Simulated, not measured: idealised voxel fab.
Process module heading - voxel transistor to metal
195 nm wide, 5 nm square cells: that's cross-section cut.
Notation: cross-section as square-cell grid; stated in bands, top first, going down; one or more cell rows per band.
In this notation a band is specified by the heights of its top and bottom, in that order and in nm, after which its materials appear from left to right, each paired with its width in nm. The word "edge to edge" attached to a single material means that material fills the band from edge to edge; the word "air" stands for empty space.
Below 0: as-received wafer, all one material; heights counted from there. Lowest band: no bottom, goes on down, written "from 0 down".
The expression "30..40" gives the width at the extremes of the band, the first number at its top row of cells and the second at its bottom row, with the width changing by equal amounts from each row to the next in between.
Step marked "nothing different"? Then no cell in the cross-section changed in it.
Empty spaces counting at least 8 cells and having no open way to the top are listed in "Voids lacking openings". The notation width x height at distance is used for each, the distance being from the left edge and all three values in nm.
It should be noted that, on the line of a given step, the content following the step's settings is a remark produced by the simulator itself with respect to that step.
overlay nm: for a step with a mask, the amount by which the mask lay right of where it was planned; a negative amount means left of it.

### Process steps (planned)
step 1: RECEIVE with material Si
step 2: OXIDIZE with depth nm 5
step 3: CONFORMAL_DEP with material SiN, thk nm 10
step 4: PATTERN with tone cover, mask id ACTIVE, material resist, width nm 115, thk nm 20, overlay nm 0
step 5: DIRECTIONAL_ETCH with etch materials SiN, depth nm 10
step 6: DIRECTIONAL_ETCH with etch materials SiO2, depth nm 5
step 7: DIRECTIONAL_ETCH with etch materials Si, depth nm 35
step 8: STRIP with etch materials resist
step 9: FILL_DEP with material SiO2, thk nm 5
step 10: CMP with height nm 10
step 11: SELECTIVE_ETCH with etch materials SiO2, depth nm 10
step 12: STRIP with etch materials SiN
step 13: SELECTIVE_ETCH with etch materials SiO2, depth nm 5
step 14: OXIDIZE with depth nm 5
step 15: DIRECTIONAL_DEP with material polySi, thk nm 20
step 16: DIRECTIONAL_DEP with material SiCN, thk nm 10
step 17: MASKED_ETCH with tone cover, mask id GATE, width nm 25, etch materials SiCN, depth nm 20, overlay nm 0
step 18: MASKED_ETCH with tone cover, mask id GATE, width nm 25, etch materials polySi, depth nm 30, overlay nm 0
step 19: CONFORMAL_DEP with material SiN, thk nm 10
step 20: DIRECTIONAL_ETCH with etch materials SiN, depth nm 10
step 21: DIRECTIONAL_ETCH with etch materials SiO2, depth nm 5
step 22: DIRECTIONAL_ETCH with etch materials Si, depth nm 10
step 23: EPI with material SiGe, thk nm 10
step 24: FILL_DEP with material SiO2, thk nm 5
step 25: CMP with height nm 15
step 26: STRIP with etch materials polySi
step 27: SELECTIVE_ETCH with etch materials SiO2, depth nm 5
step 28: CONFORMAL_DEP with material HfO2, thk nm 5
step 29: CONFORMAL_DEP with material TiN, thk nm 5
step 30: FILL_DEP with material W, thk nm 10
step 31: CMP with height nm 10
step 32: DIRECTIONAL_DEP with material SiO2, thk nm 15
step 33: MASKED_ETCH with tone open, mask id CONTACT, width nm 20, pitch nm 75, etch materials SiO2, depth nm 35, overlay nm 0
step 34: CONFORMAL_DEP with material TiN, thk nm 5
step 35: FILL_DEP with material W, thk nm 10
step 36: CMP with height nm 25
step 37: DIRECTIONAL_DEP with material TiN, thk nm 5
step 38: DIRECTIONAL_DEP with material W, thk nm 20
step 39: PATTERN with tone cover, mask id METAL_1, material resist, width nm 15, pitch nm 75, thk nm 15, overlay nm 0
step 40: DIRECTIONAL_ETCH with etch materials W, depth nm 20
step 41: DIRECTIONAL_ETCH with etch materials TiN, depth nm 5
step 42: STRIP with etch materials resist
step 43: CONFORMAL_DEP with material SiN, thk nm 5
step 44: FILL_DEP with material lowk, thk nm 5
step 45: CMP with height nm 50
step 46: CONFORMAL_DEP with material SiCN, thk nm 5
For clarity, it should be stated that the wafers under discussion commence in an identical condition and differ with respect to the width nm of step 39, the plan indicating the value that the first wafer had.

### Received wafers, first of several: cross-section after step 1
- from 0 down = Si edge to edge
- Voids lacking openings: none

### Module end state after final step 46: cross-section of the first of several wafers
- from 55 to 50 = SiCN edge to edge
- from 50 to 30 = lowk=50 / SiN=5 / W=15 / SiN=5 / lowk=50 / SiN=5 / W=15 / SiN=5 / lowk=45
- from 30 to 25 = SiN=55 / TiN=15 / SiN=60 / TiN=15 / SiN=50
- from 25 to 10 = SiO2=50 / TiN=5 / W=10 / TiN=5 / SiO2=55 / TiN=5 / W=10 / TiN=5 / SiO2=50
- from 10 to 0 = SiO2=50 / TiN=5 / W=10..5 / TiN=5..10 / SiO2=5 / SiN=10 / HfO2=5 / TiN=5 / W=5 / TiN=5 / HfO2=5 / SiN=10 / SiO2=5 / TiN=5..10 / W=10..5 / TiN=5 / SiO2=50
- from 0 to -5 = SiO2=50 / TiN=5 / W=5 / TiN=5 / SiGe=10 / SiN=10 / HfO2=5 / TiN=15 / HfO2=5 / SiN=10 / SiGe=10 / TiN=5 / W=5 / TiN=5 / SiO2=50
- from -5 to -10 = SiO2=50 / TiN=15 / SiGe=10 / SiO2=5 / HfO2=35 / SiO2=5 / SiGe=10 / TiN=15 / SiO2=50
- from -10 to -20 = SiO2=40 / SiGe=35 / Si=45 / SiGe=35 / SiO2=40
- from -20 to -40 = SiO2=40 / Si=115 / SiO2=40
- from -40 down = Si edge to edge
- Voids lacking openings: none

### The last wafer as seen in cross-section at the end of the module
- from 55 to 50 = SiCN edge to edge
- from 50 to 30 = lowk=40 / SiN=5 / W=35 / SiN=5 / lowk=30 / SiN=5 / W=35 / SiN=5 / lowk=35
- from 30 to 25 = SiN=45 / TiN=35 / SiN=40 / TiN=35 / SiN=40
- from 25 to 10 = SiO2=50 / TiN=5 / W=10 / TiN=5 / SiO2=55 / TiN=5 / W=10 / TiN=5 / SiO2=50
- from 10 to 0 = SiO2=50 / TiN=5 / W=10..5 / TiN=5..10 / SiO2=5 / SiN=10 / HfO2=5 / TiN=5 / W=5 / TiN=5 / HfO2=5 / SiN=10 / SiO2=5 / TiN=5..10 / W=10..5 / TiN=5 / SiO2=50
- from 0 to -5 = SiO2=50 / TiN=5 / W=5 / TiN=5 / SiGe=10 / SiN=10 / HfO2=5 / TiN=15 / HfO2=5 / SiN=10 / SiGe=10 / TiN=5 / W=5 / TiN=5 / SiO2=50
- from -5 to -10 = SiO2=50 / TiN=15 / SiGe=10 / SiO2=5 / HfO2=35 / SiO2=5 / SiGe=10 / TiN=15 / SiO2=50
- from -10 to -20 = SiO2=40 / SiGe=35 / Si=45 / SiGe=35 / SiO2=40
- from -20 to -40 = SiO2=40 / Si=115 / SiO2=40
- from -40 down = Si edge to edge
- Voids lacking openings: none

### Quick key for the table: a row per wafer, taken at the end of the module. For each material it tells you how many cells the wafer gained (+) or lost (-) since it came in, and the closed voids come after
width nm 15, +13 HfO2, -202 Si, +39 SiCN, +36 SiGe, +61 SiN, +275 SiO2, +45 TiN, +46 W, +116 lowk, Voids lacking openings: none
width nm 20, +13 HfO2, -202 Si, +39 SiCN, +36 SiGe, +59 SiN, +275 SiO2, +47 TiN, +54 W, +108 lowk, Voids lacking openings: none
width nm 25, +13 HfO2, -202 Si, +39 SiCN, +36 SiGe, +57 SiN, +275 SiO2, +49 TiN, +62 W, +100 lowk, Voids lacking openings: none
width nm 30, +13 HfO2, -202 Si, +39 SiCN, +36 SiGe, +55 SiN, +275 SiO2, +51 TiN, +70 W, +92 lowk, Voids lacking openings: none
width nm 35, +13 HfO2, -202 Si, +39 SiCN, +36 SiGe, +53 SiN, +275 SiO2, +53 TiN, +78 W, +84 lowk, Voids lacking openings: none
